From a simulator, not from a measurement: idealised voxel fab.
process module | voxel plated lines
cross-section cut | 230 nm wide | cells 5 nm
A cross-section is a grid of square cells, given in bands from the top down. A band is one or more rows of cells.
Each band's line starts with the height of the band's top and of its bottom, in nm. Then come its materials from left to right, each with its width in nm. One material with "throughout" fills the band from edge to edge. "air" is empty space.
Height 0 is the level under which the wafer as received is all one material. The lowest band goes on downwards, as in "0 down".
A width such as "30 to 40" changes by the same amount from each row of cells to the next, from the band's top row to its bottom row.
"no change" after a step means that no cell of the cross-section changed.
closed voids: empty space of 8 cells or more with no open way to the top, each as width x height at its distance from the left edge, in nm
after a step's settings: what the simulator itself notes on the step
overlay nm, on a step with a mask: how far to the right of its planned place the mask lay; to the left if negative
plan
1 op RECEIVE | material Si
2 op CONFORMAL_DEP | material SiN | thk nm 5
3 op DIRECTIONAL_DEP | material TiN | thk nm 5
4 op PATTERN | tone open | mask id LINES | material resist | width nm 20 | pitch nm 50 | thk nm 25 | overlay nm 0
5 op EPI | material Ru | thk nm 10
6 op EPI | material Ru | thk nm 5
7 op STRIP | etch materials resist
8 op DIRECTIONAL_ETCH | etch materials TiN | depth nm 5
9 op CONFORMAL_DEP | material SiCN | thk nm 10
first wafer, as planned
as received, after step 1
  0 down: Si throughout
  closed voids: none
after step 2
  5 to 0: SiN throughout
  below 0: unchanged
after step 3
  10 to 5: TiN throughout
  below 5: unchanged
after step 4
  35 to 10: resist 80 | air 20 | resist 30 | air 20 | resist 80
  below 10: unchanged
after step 5
  35 to 20: resist 80 | air 20 | resist 30 | air 20 | resist 80
  20 to 10: resist 80 | Ru 20 | resist 30 | Ru 20 | resist 80
  below 10: unchanged
after step 6
  35 to 25: resist 80 | air 20 | resist 30 | air 20 | resist 80
  25 to 10: resist 80 | Ru 20 | resist 30 | Ru 20 | resist 80
  below 10: unchanged
after step 7
  25 to 10: air 80 | Ru 20 | air 30 | Ru 20 | air 80
  below 10: unchanged
after step 8
  25 to 10: air 80 | Ru 20 | air 30 | Ru 20 | air 80
  10 to 5: air 80 | TiN 20 | air 30 | TiN 20 | air 80
  below 5: unchanged
after step 9
  35 to 25: air 70 | SiCN 40 | air 10 | SiCN 40 | air 70
  25 to 15: air 70 | SiCN 10 | Ru 20 | SiCN 10 | air 10 | SiCN 10 | Ru 20 | SiCN 10 | air 70
  15 to 10: SiCN 80 | Ru 20 | SiCN 30 | Ru 20 | SiCN 80
  10 to 5: SiCN 80 | TiN 20 | SiCN 30 | TiN 20 | SiCN 80
  below 5: unchanged
second wafer: like start, like plan, one mistake. Through step 5 it matches the first wafer
when step 6 should have ended
  20 to 10: air 80 | Ru 20 | air 30 | Ru 20 | air 80
  below 10: unchanged
when step 7 should have ended
  25 to 15: air 75 | Ru 30 | air 20 | Ru 30 | air 75
  15 to 10: Ru throughout
  below 10: unchanged
when step 8 should have ended: no change
when step 9 should have ended
  35 to 25: air 65 | SiCN 100 | air 65
  25 to 15: SiCN 75 | Ru 30 | SiCN 20 | Ru 30 | SiCN 75
  below 15: unchanged
what went wrong: steps 6 and 7 were swapped
at the end the second wafer has, in cells: 46 more of Ru | 16 fewer of SiCN | 38 more of TiN
